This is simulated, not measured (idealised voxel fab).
Module name: voxel ribs on slabs (process module)
Each square cell in cross-section cut measures 5 nm, and the section as a whole is 240 nm wide.
In what follows, cross-sections appear as grids of square cells, described through bands that run from the top down, where every band is one or more rows of cells. It is stipulated that each band's entry specify, in nanometres, the height of the top of the band and then that of its bottom, followed by the materials of the band in left-to-right sequence, each together with its width in nanometres. A single material marked by the word "everywhere" is understood to fill the band from edge to edge; the word "air" is understood to denote empty space. Below 0: as-received wafer, all one material; heights counted from there. Lowest band: no bottom, goes on down, written "0..down". You'd read "30->40" like this: the band's top row of cells is as wide as the first number, its bottom row is as wide as the second, and going down, every row changes width by the same amount as the row before did. Step note "remains unaltered" = no cross-section cell changed. The label "Fully sealed voids" introduces a list of the empty spaces, 8 cells or larger, that have no open way up to the top; each entry in it reads width x height at distance, where the distance is taken from the left edge and all three are stated in nm. Anything after a step's settings on that line? It's the simulator's own note about the step. overlay nm: mask right of planned place by this much (step with mask). Neg. = left.
-- So here's the lineup of process steps we planned
1: RECEIVE with material Si
2: DIRECTIONAL_DEP with material SiO2, thk nm 25
3: DIRECTIONAL_DEP with material SiN, thk nm 25
4: PATTERN with tone cover, mask id RIB, material resist, width nm 30, thk nm 20, overlay nm 0
5: DIRECTIONAL_ETCH with etch materials SiN, depth nm 5
6: STRIP with etch materials resist
7: PATTERN with tone cover, mask id SLAB, material resist, width nm 90, thk nm 15, overlay nm 0
8: DIRECTIONAL_ETCH with etch materials SiN, depth nm 20
9: STRIP with etch materials resist
10: FILL_DEP with material SiO2, thk nm 20
11: CMP with height nm 65
12: DIRECTIONAL_DEP with material W, thk nm 5
13: DIRECTIONAL_DEP with material aC, thk nm 10
14: PATTERN with tone cover, mask id HEATER, material resist, width nm 40, thk nm 30, overlay nm 0
15: DIRECTIONAL_ETCH with etch materials aC, depth nm 10
16: STRIP with etch materials resist
17: DIRECTIONAL_ETCH with etch materials W, depth nm 5
18: STRIP with etch materials aC
19: CONFORMAL_DEP with material SiO2, thk nm 5
-- The cross-section here shows the wafer as received, i.e. in its state after step 1
* 0..down: Si everywhere
* Fully sealed voids: none
-- End state of the module in cross-section, given the above starting point and plan and one mistake in execution
* 5..0: SiO2 everywhere
* 0..down: Si everywhere
* Fully sealed voids: none
Misprocessing identified: note that step 18 departed from the planned setting and was carried out as STRIP with etch materials SiO2
